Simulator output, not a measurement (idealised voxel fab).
The following process module bears the name voxel transistor to metal.
The cross-section shown here is cut; it is 150 nm wide and divided into square cells measuring 5 nm on a side.
Bands, listed from the top down, are how a cross-section gets written in this document; the cross-section itself is a grid of square cells, and a band is one or more rows of them. It is stipulated that each band's entry specify, in nanometres, the height of the top of the band and then that of its bottom, followed by the materials of the band in left-to-right sequence, each together with its width in nanometres. A single material marked by the word "everywhere" is understood to fill the band from edge to edge; the word "blank" is understood to denote empty space. We count height from 0. Below that, the starting wafer is all one material. The lowest band never ends at the bottom but goes on down; see "0 down" for how that is written. Graded width ("30 to 40"): value in top row of band = first number; value in bottom row = second number; row-to-row change constant. Step marked "nothing altered"? Then no cell in the cross-section changed in it. You'll see "Closed void table" listing empty spaces that have no way open to the top, as long as they're 8 cells or more; the notation is width x height at distance, where the distance is from the left edge, and all of it is in nm. What comes after the settings on a step's line is commentary from the simulator itself on that step. Among the settings permitted on a step's line is "overlay nm"; applied to a step with a mask, it specifies the extent to which the mask lay to the right of its planned position, whereas a negative figure signifies a position to the left.
## Process steps (planned)
| 1 | RECEIVE,material Si |
| 2 | OXIDIZE,depth nm 5 |
| 3 | CONFORMAL_DEP,material SiN,thk nm 15 |
| 4 | MASKED_ETCH,tone cover,mask id ACTIVE,width nm 105,etch materials SiN,depth nm 15,overlay nm 0 |
| 5 | MASKED_ETCH,tone cover,mask id ACTIVE,width nm 105,etch materials SiO2,depth nm 5,overlay nm 0 |
| 6 | MASKED_ETCH,tone cover,mask id ACTIVE,width nm 105,etch materials Si,depth nm 35,overlay nm 0 |
| 7 | OXIDIZE,depth nm 5 |
| 8 | FILL_DEP,material SiO2,thk nm 5 |
| 9 | CMP,height nm 15 |
| 10 | SELECTIVE_ETCH,etch materials SiO2,depth nm 10 |
| 11 | STRIP,etch materials SiN |
| 12 | SELECTIVE_ETCH,etch materials SiO2,depth nm 5 |
| 13 | OXIDIZE,depth nm 5 |
| 14 | DIRECTIONAL_DEP,material polySi,thk nm 20 |
| 15 | DIRECTIONAL_DEP,material SiCN,thk nm 10 |
| 16 | MASKED_ETCH,tone cover,mask id GATE,width nm 25,etch materials SiCN,depth nm 20,overlay nm 0 |
| 17 | MASKED_ETCH,tone cover,mask id GATE,width nm 25,etch materials polySi,depth nm 30,overlay nm 0 |
| 18 | CONFORMAL_DEP,material SiN,thk nm 10 |
| 19 | DIRECTIONAL_ETCH,etch materials SiN,depth nm 10 |
| 20 | DIRECTIONAL_ETCH,etch materials SiO2,depth nm 5 |
| 21 | DIRECTIONAL_ETCH,etch materials Si,depth nm 15 |
| 22 | EPI,material nSi,thk nm 15 |
| 23 | FILL_DEP,material SiO2,thk nm 10 |
| 24 | CMP,height nm 25 |
| 25 | DIRECTIONAL_DEP,material SiO2,thk nm 15 |
| 26 | PATTERN,tone open,mask id CONTACT,material resist,width nm 15,pitch nm 80,thk nm 15,overlay nm 0 |
| 27 | DIRECTIONAL_ETCH,etch materials SiO2,depth nm 50 |
| 28 | STRIP,etch materials resist |
| 29 | CONFORMAL_DEP,material TiN,thk nm 5 |
| 30 | FILL_DEP,material W,thk nm 10 |
| 31 | CMP,height nm 40 |
| 32 | CONFORMAL_DEP,material SiN,thk nm 5 |
| 33 | DIRECTIONAL_DEP,material lowk,thk nm 25 |
| 34 | DIRECTIONAL_DEP,material aC,thk nm 10 |
| 35 | PATTERN,tone open,mask id METAL_1,material resist,width nm 15,pitch nm 80,thk nm 25,overlay nm 0 |
| 36 | DIRECTIONAL_ETCH,etch materials aC,depth nm 10 |
| 37 | STRIP,etch materials resist |
| 38 | DIRECTIONAL_ETCH,etch materials lowk,depth nm 25 |
| 39 | DIRECTIONAL_ETCH,etch materials SiN,depth nm 5 |
| 40 | STRIP,etch materials aC |
| 41 | CONFORMAL_DEP,material TiN,thk nm 5 |
| 42 | FILL_DEP,material Cu,thk nm 5 |
| 43 | CMP,height nm 70 |
| 44 | CONFORMAL_DEP,material SiN,thk nm 5 |
## Below: the first of two wafers, run as planned
## Incoming wafer in cross-section (state: after step 1)
0 down = Si everywhere
Closed void table: none
## Wafer xsec, post step 2
0 to -5 = SiO2 everywhere
Everything below -5 is unchanged.
## Wafer xsec, post step 3
15 to 0 = SiN everywhere
Everything below 0 is unchanged.
## Wafer xsec, post step 4
15 to 0 = blank 20 nm; SiN 105 nm; blank 25 nm
Everything below 0 is unchanged.
## Wafer xsec, post step 5
15 to 0 = blank 20 nm; SiN 105 nm; blank 25 nm
0 to -5 = blank 20 nm; SiO2 105 nm; blank 25 nm
Everything below -5 is unchanged.
## Wafer xsec, post step 6
15 to 0 = blank 20 nm; SiN 105 nm; blank 25 nm
0 to -5 = blank 20 nm; SiO2 105 nm; blank 25 nm
-5 to -40 = blank 20 nm; Si 105 nm; blank 25 nm
Everything below -40 is unchanged.
## Wafer xsec, post step 7
15 to 0 = blank 20 nm; SiN 105 nm; blank 25 nm
0 to -5 = blank 20 nm; SiO2 105 nm; blank 25 nm
-5 to -40 = blank 20 nm; SiO2 5 nm; Si 95 nm; SiO2 5 nm; blank 25 nm
-40 to -45 = SiO2 25 nm; Si 95 nm; SiO2 30 nm
Everything below -45 is unchanged.
## Wafer xsec, post step 8
20 to 15 = SiO2 everywhere
15 to 0 = SiO2 20 nm; SiN 105 nm; SiO2 25 nm
0 to -5 = SiO2 everywhere
-5 to -45 = SiO2 25 nm; Si 95 nm; SiO2 30 nm
Everything below -45 is unchanged.
## Wafer xsec, post step 9
15 to 0 = SiO2 20 nm; SiN 105 nm; SiO2 25 nm
Everything below 0 is unchanged.
## Wafer xsec, post step 10
15 to 5 = blank 20 nm; SiN 105 nm; blank 25 nm
Everything below 5 is unchanged.
## Wafer xsec, post step 11
5 to 0 = SiO2 20 nm; blank 105 nm; SiO2 25 nm
Everything below 0 is unchanged.
## Wafer xsec, post step 12
0 to -5 = SiO2 15 nm; blank 115 nm; SiO2 20 nm
Everything below -5 is unchanged.
## Wafer xsec, post step 13
0 to -5 = SiO2 15 nm; blank 115 nm; SiO2 20 nm
-5 to -10 = SiO2 everywhere
Everything below -10 is unchanged.
## Wafer xsec, post step 14
20 to 15 = polySi 15 nm; blank 115 nm; polySi 20 nm
15 to 0 = polySi everywhere
0 to -5 = SiO2 15 nm; polySi 115 nm; SiO2 20 nm
Everything below -5 is unchanged.
## Wafer xsec, post step 15
30 to 25 = SiCN 15 nm; blank 115 nm; SiCN 20 nm
25 to 20 = SiCN everywhere
20 to 15 = polySi 15 nm; SiCN 115 nm; polySi 20 nm
Everything below 15 is unchanged.
## Wafer xsec, post step 16
25 to 20 = blank 60 nm; SiCN 25 nm; blank 65 nm
20 to 15 = polySi 15 nm; blank 45 nm; SiCN 25 nm; blank 45 nm; polySi 20 nm
Everything below 15 is unchanged.
## Wafer xsec, post step 17
25 to 15 = blank 60 nm; SiCN 25 nm; blank 65 nm
15 to 0 = blank 60 nm; polySi 25 nm; blank 65 nm
0 to -5 = SiO2 15 nm; blank 45 nm; polySi 25 nm; blank 45 nm; SiO2 20 nm
Everything below -5 is unchanged.
## Wafer xsec, post step 18
35 to 25 = blank 50 nm; SiN 45 nm; blank 55 nm
25 to 15 = blank 50 nm; SiN 10 nm; SiCN 25 nm; SiN 10 nm; blank 55 nm
15 to 10 = blank 50 nm; SiN 10 nm; polySi 25 nm; SiN 10 nm; blank 55 nm
10 to 5 = SiN 25 nm; blank 25 nm; SiN 10 nm; polySi 25 nm; SiN 10 nm; blank 25 nm; SiN 30 nm
5 to 0 = SiN 60 nm; polySi 25 nm; SiN 65 nm
0 to -5 = SiO2 15 nm; SiN 45 nm; polySi 25 nm; SiN 45 nm; SiO2 20 nm
Everything below -5 is unchanged.
## Wafer xsec, post step 19
25 to 15 = blank 50 nm; SiN 10 nm; SiCN 25 nm; SiN 10 nm; blank 55 nm
15 to 0 = blank 50 nm; SiN 10 nm; polySi 25 nm; SiN 10 nm; blank 55 nm
0 to -5 = SiO2 15 nm; SiN 10 nm; blank 25 nm; SiN 10 nm; polySi 25 nm; SiN 10 nm; blank 25 nm; SiN 10 nm; SiO2 20 nm
Everything below -5 is unchanged.
## Wafer xsec, post step 20
25 to 15 = blank 50 nm; SiN 10 nm; SiCN 25 nm; SiN 10 nm; blank 55 nm
15 to 0 = blank 50 nm; SiN 10 nm; polySi 25 nm; SiN 10 nm; blank 55 nm
0 to -5 = blank 15 nm; SiN 10 nm; blank 25 nm; SiN 10 nm; polySi 25 nm; SiN 10 nm; blank 25 nm; SiN 10 nm; blank 20 nm
-5 to -10 = SiO2 25 nm; blank 25 nm; SiO2 45 nm; blank 25 nm; SiO2 30 nm
Everything below -10 is unchanged.
## Wafer xsec, post step 21
25 to 15 = blank 50 nm; SiN 10 nm; SiCN 25 nm; SiN 10 nm; blank 55 nm
15 to 0 = blank 50 nm; SiN 10 nm; polySi 25 nm; SiN 10 nm; blank 55 nm
0 to -5 = blank 15 nm; SiN 10 nm; blank 25 nm; SiN 10 nm; polySi 25 nm; SiN 10 nm; blank 25 nm; SiN 10 nm; blank 20 nm
-5 to -10 = SiO2 25 nm; blank 25 nm; SiO2 45 nm; blank 25 nm; SiO2 30 nm
-10 to -25 = SiO2 25 nm; blank 25 nm; Si 45 nm; blank 25 nm; SiO2 30 nm
Everything below -25 is unchanged.
## Wafer xsec, post step 22
25 to 15 = blank 50 nm; SiN 10 nm; SiCN 25 nm; SiN 10 nm; blank 55 nm
15 to 5 = blank 50 nm; SiN 10 nm; polySi 25 nm; SiN 10 nm; blank 55 nm
5 to 0 = blank 35 nm; nSi 15 nm; SiN 10 nm; polySi 25 nm; SiN 10 nm; nSi 15 nm; blank 40 nm
0 to -5 = blank 15 nm; SiN 10 nm; blank 10 nm; nSi 15 nm; SiN 10 nm; polySi 25 nm; SiN 10 nm; nSi 15 nm; blank 10 nm; SiN 10 nm; blank 20 nm
-5 to -10 = SiO2 25 nm; blank 10 nm; nSi 15 nm; SiO2 45 nm; nSi 15 nm; blank 10 nm; SiO2 30 nm
-10 to -25 = SiO2 25 nm; nSi 25 nm; Si 45 nm; nSi 25 nm; SiO2 30 nm
Everything below -25 is unchanged.
## Wafer xsec, post step 23
35 to 25 = SiO2 everywhere
25 to 15 = SiO2 50 nm; SiN 10 nm; SiCN 25 nm; SiN 10 nm; SiO2 55 nm
15 to 5 = SiO2 50 nm; SiN 10 nm; polySi 25 nm; SiN 10 nm; SiO2 55 nm
5 to 0 = SiO2 35 nm; nSi 15 nm; SiN 10 nm; polySi 25 nm; SiN 10 nm; nSi 15 nm; SiO2 40 nm
0 to -5 = SiO2 15 nm; SiN 10 nm; SiO2 10 nm; nSi 15 nm; SiN 10 nm; polySi 25 nm; SiN 10 nm; nSi 15 nm; SiO2 10 nm; SiN 10 nm; SiO2 20 nm
-5 to -10 = SiO2 35 nm; nSi 15 nm; SiO2 45 nm; nSi 15 nm; SiO2 40 nm
Everything below -10 is unchanged.
## Wafer xsec, post step 24
25 to 15 = SiO2 50 nm; SiN 10 nm; SiCN 25 nm; SiN 10 nm; SiO2 55 nm
Everything below 15 is unchanged.
## Wafer xsec, post step 25
40 to 25 = SiO2 everywhere
Everything below 25 is unchanged.
## Wafer xsec, post step 26
55 to 40 = resist 25 nm; blank 15 nm; resist 65 nm; blank 15 nm; resist 30 nm
Everything below 40 is unchanged.
## Wafer xsec, post step 27
55 to 40 = resist 25 nm; blank 15 nm; resist 65 nm; blank 15 nm; resist 30 nm
40 to 25 = SiO2 25 nm; blank 15 nm; SiO2 65 nm; blank 15 nm; SiO2 30 nm
25 to 15 = SiO2 25 nm; blank 15 nm; SiO2 10 nm; SiN 10 nm; SiCN 25 nm; SiN 10 nm; SiO2 10 nm; blank 15 nm; SiO2 30 nm
15 to 5 = SiO2 25 nm; blank 15 nm; SiO2 10 nm; SiN 10 nm; polySi 25 nm; SiN 10 nm; SiO2 10 nm; blank 15 nm; SiO2 30 nm
5 to 0 = SiO2 25 nm; blank 10 nm; nSi 15 nm; SiN 10 nm; polySi 25 nm; SiN 10 nm; nSi 15 nm; blank 10 nm; SiO2 30 nm
0 to -5 = SiO2 15 nm; SiN 10 nm; blank 10 nm; nSi 15 nm; SiN 10 nm; polySi 25 nm; SiN 10 nm; nSi 15 nm; blank 10 nm; SiN 10 nm; SiO2 20 nm
-5 to -10 = SiO2 25 nm; blank 10 nm; nSi 15 nm; SiO2 45 nm; nSi 15 nm; blank 10 nm; SiO2 30 nm
Everything below -10 is unchanged.
## Wafer xsec, post step 28
40 to 25 = SiO2 25 nm; blank 15 nm; SiO2 65 nm; blank 15 nm; SiO2 30 nm
Everything below 25 is unchanged.
## Wafer xsec, post step 29
45 to 40 = TiN 30 nm; blank 5 nm; TiN 75 nm; blank 5 nm; TiN 35 nm
40 to 25 = SiO2 25 nm; TiN 5 nm; blank 5 nm; TiN 5 nm; SiO2 65 nm; TiN 5 nm; blank 5 nm; TiN 5 nm; SiO2 30 nm
25 to 15 = SiO2 25 nm; TiN 5 nm; blank 5 nm; TiN 5 nm; SiO2 10 nm; SiN 10 nm; SiCN 25 nm; SiN 10 nm; SiO2 10 nm; TiN 5 nm; blank 5 nm; TiN 5 nm; SiO2 30 nm
15 to 10 = SiO2 25 nm; TiN 5 nm; blank 5 nm; TiN 5 nm; SiO2 10 nm; SiN 10 nm; polySi 25 nm; SiN 10 nm; SiO2 10 nm; TiN 5 nm; blank 5 nm; TiN 5 nm; SiO2 30 nm
10 to 5 = SiO2 25 nm; TiN 15 nm; SiO2 10 nm; SiN 10 nm; polySi 25 nm; SiN 10 nm; SiO2 10 nm; TiN 15 nm; SiO2 30 nm
5 to 0 = SiO2 25 nm; TiN 10 nm; nSi 15 nm; SiN 10 nm; polySi 25 nm; SiN 10 nm; nSi 15 nm; TiN 10 nm; SiO2 30 nm
0 to -5 = SiO2 15 nm; SiN 10 nm; TiN 10 nm; nSi 15 nm; SiN 10 nm; polySi 25 nm; SiN 10 nm; nSi 15 nm; TiN 10 nm; SiN 10 nm; SiO2 20 nm
-5 to -10 = SiO2 25 nm; TiN 10 nm; nSi 15 nm; SiO2 45 nm; nSi 15 nm; TiN 10 nm; SiO2 30 nm
Everything below -10 is unchanged.
## Wafer xsec, post step 30
55 to 45 = W everywhere
45 to 40 = TiN 30 nm; W 5 nm; TiN 75 nm; W 5 nm; TiN 35 nm
40 to 25 = SiO2 25 nm; TiN 5 nm; W 5 nm; TiN 5 nm; SiO2 65 nm; TiN 5 nm; W 5 nm; TiN 5 nm; SiO2 30 nm
25 to 15 = SiO2 25 nm; TiN 5 nm; W 5 nm; TiN 5 nm; SiO2 10 nm; SiN 10 nm; SiCN 25 nm; SiN 10 nm; SiO2 10 nm; TiN 5 nm; W 5 nm; TiN 5 nm; SiO2 30 nm
15 to 10 = SiO2 25 nm; TiN 5 nm; W 5 nm; TiN 5 nm; SiO2 10 nm; SiN 10 nm; polySi 25 nm; SiN 10 nm; SiO2 10 nm; TiN 5 nm; W 5 nm; TiN 5 nm; SiO2 30 nm
Everything below 10 is unchanged.
## Wafer xsec, post step 31
40 to 25 = SiO2 25 nm; TiN 5 nm; W 5 nm; TiN 5 nm; SiO2 65 nm; TiN 5 nm; W 5 nm; TiN 5 nm; SiO2 30 nm
Everything below 25 is unchanged.
## Wafer xsec, post step 32
45 to 40 = SiN everywhere
Everything below 40 is unchanged.
## Wafer xsec, post step 33
70 to 45 = lowk everywhere
Everything below 45 is unchanged.
## Wafer xsec, post step 34
80 to 70 = aC everywhere
Everything below 70 is unchanged.
## Wafer xsec, post step 35
105 to 80 = resist 25 nm; blank 15 nm; resist 65 nm; blank 15 nm; resist 30 nm
Everything below 80 is unchanged.
## Wafer xsec, post step 36
95 to 80 = resist 25 nm; blank 15 nm; resist 65 nm; blank 15 nm; resist 30 nm
80 to 70 = aC 25 nm; blank 15 nm; aC 65 nm; blank 15 nm; aC 30 nm
Everything below 70 is unchanged.
## Wafer xsec, post step 37
80 to 70 = aC 25 nm; blank 15 nm; aC 65 nm; blank 15 nm; aC 30 nm
Everything below 70 is unchanged.
## Wafer xsec, post step 38
80 to 70 = aC 25 nm; blank 15 nm; aC 65 nm; blank 15 nm; aC 30 nm
70 to 45 = lowk 25 nm; blank 15 nm; lowk 65 nm; blank 15 nm; lowk 30 nm
Everything below 45 is unchanged.
## Wafer xsec, post step 39
80 to 70 = aC 25 nm; blank 15 nm; aC 65 nm; blank 15 nm; aC 30 nm
70 to 45 = lowk 25 nm; blank 15 nm; lowk 65 nm; blank 15 nm; lowk 30 nm
45 to 40 = SiN 25 nm; blank 15 nm; SiN 65 nm; blank 15 nm; SiN 30 nm
Everything below 40 is unchanged.
## Wafer xsec, post step 40
70 to 45 = lowk 25 nm; blank 15 nm; lowk 65 nm; blank 15 nm; lowk 30 nm
Everything below 45 is unchanged.
## Wafer xsec, post step 41
75 to 70 = TiN 30 nm; blank 5 nm; TiN 75 nm; blank 5 nm; TiN 35 nm
70 to 45 = lowk 25 nm; TiN 5 nm; blank 5 nm; TiN 5 nm; lowk 65 nm; TiN 5 nm; blank 5 nm; TiN 5 nm; lowk 30 nm
45 to 40 = SiN 25 nm; TiN 15 nm; SiN 65 nm; TiN 15 nm; SiN 30 nm
Everything below 40 is unchanged.
## Wafer xsec, post step 42
80 to 75 = Cu everywhere
75 to 70 = TiN 30 nm; Cu 5 nm; TiN 75 nm; Cu 5 nm; TiN 35 nm
70 to 45 = lowk 25 nm; TiN 5 nm; Cu 5 nm; TiN 5 nm; lowk 65 nm; TiN 5 nm; Cu 5 nm; TiN 5 nm; lowk 30 nm
Everything below 45 is unchanged.
## Wafer xsec, post step 43
70 to 45 = lowk 25 nm; TiN 5 nm; Cu 5 nm; TiN 5 nm; lowk 65 nm; TiN 5 nm; Cu 5 nm; TiN 5 nm; lowk 30 nm
Everything below 45 is unchanged.
## Wafer xsec, post step 44
75 to 70 = SiN everywhere
Everything below 70 is unchanged.
## The Second Wafer: Common Origin and Plan, One Mistake in Execution, Identical to the First Through Step 31
## Second wafer, sectioned view, at step 32's planned end time
45 to 40 = SiCN everywhere
Everything below 40 is unchanged.
## Second wafer, sectioned view, at step 33's planned end time
70 to 45 = lowk everywhere
Everything below 45 is unchanged.
## Second wafer, sectioned view, at step 34's planned end time
80 to 70 = aC everywhere
Everything below 70 is unchanged.
## Second wafer, sectioned view, at step 35's planned end time
105 to 80 = resist 25 nm; blank 15 nm; resist 65 nm; blank 15 nm; resist 30 nm
Everything below 80 is unchanged.
## Second wafer, sectioned view, at step 36's planned end time
95 to 80 = resist 25 nm; blank 15 nm; resist 65 nm; blank 15 nm; resist 30 nm
80 to 70 = aC 25 nm; blank 15 nm; aC 65 nm; blank 15 nm; aC 30 nm
Everything below 70 is unchanged.
## Second wafer, sectioned view, at step 37's planned end time
80 to 70 = aC 25 nm; blank 15 nm; aC 65 nm; blank 15 nm; aC 30 nm
Everything below 70 is unchanged.
## Second wafer, sectioned view, at step 38's planned end time
80 to 70 = aC 25 nm; blank 15 nm; aC 65 nm; blank 15 nm; aC 30 nm
70 to 45 = lowk 25 nm; blank 15 nm; lowk 65 nm; blank 15 nm; lowk 30 nm
Everything below 45 is unchanged.
Second wafer, sectioned view, at step 39's planned end time: nothing altered
## Second wafer, sectioned view, at step 40's planned end time
70 to 45 = lowk 25 nm; blank 15 nm; lowk 65 nm; blank 15 nm; lowk 30 nm
Everything below 45 is unchanged.
## Second wafer, sectioned view, at step 41's planned end time
75 to 70 = TiN 30 nm; blank 5 nm; TiN 75 nm; blank 5 nm; TiN 35 nm
70 to 50 = lowk 25 nm; TiN 5 nm; blank 5 nm; TiN 5 nm; lowk 65 nm; TiN 5 nm; blank 5 nm; TiN 5 nm; lowk 30 nm
50 to 45 = lowk 25 nm; TiN 15 nm; lowk 65 nm; TiN 15 nm; lowk 30 nm
Everything below 45 is unchanged.
## Second wafer, sectioned view, at step 42's planned end time
80 to 75 = Cu everywhere
75 to 70 = TiN 30 nm; Cu 5 nm; TiN 75 nm; Cu 5 nm; TiN 35 nm
70 to 50 = lowk 25 nm; TiN 5 nm; Cu 5 nm; TiN 5 nm; lowk 65 nm; TiN 5 nm; Cu 5 nm; TiN 5 nm; lowk 30 nm
Everything below 50 is unchanged.
## Second wafer, sectioned view, at step 43's planned end time
70 to 50 = lowk 25 nm; TiN 5 nm; Cu 5 nm; TiN 5 nm; lowk 65 nm; TiN 5 nm; Cu 5 nm; TiN 5 nm; lowk 30 nm
Everything below 50 is unchanged.
## Second wafer, sectioned view, at step 44's planned end time
75 to 70 = SiN everywhere
Everything below 70 is unchanged.
What went wrong in running the wafer? step 32 went in with a setting other than planned; the actual run was CONFORMAL_DEP,material SiCN,thk nm 5
It is noted that, at the conclusion of processing, the second wafer exhibits a higher or lower cell count for certain materials relative to the first: Cu -2 | SiCN +30 | SiN -24 | TiN -4
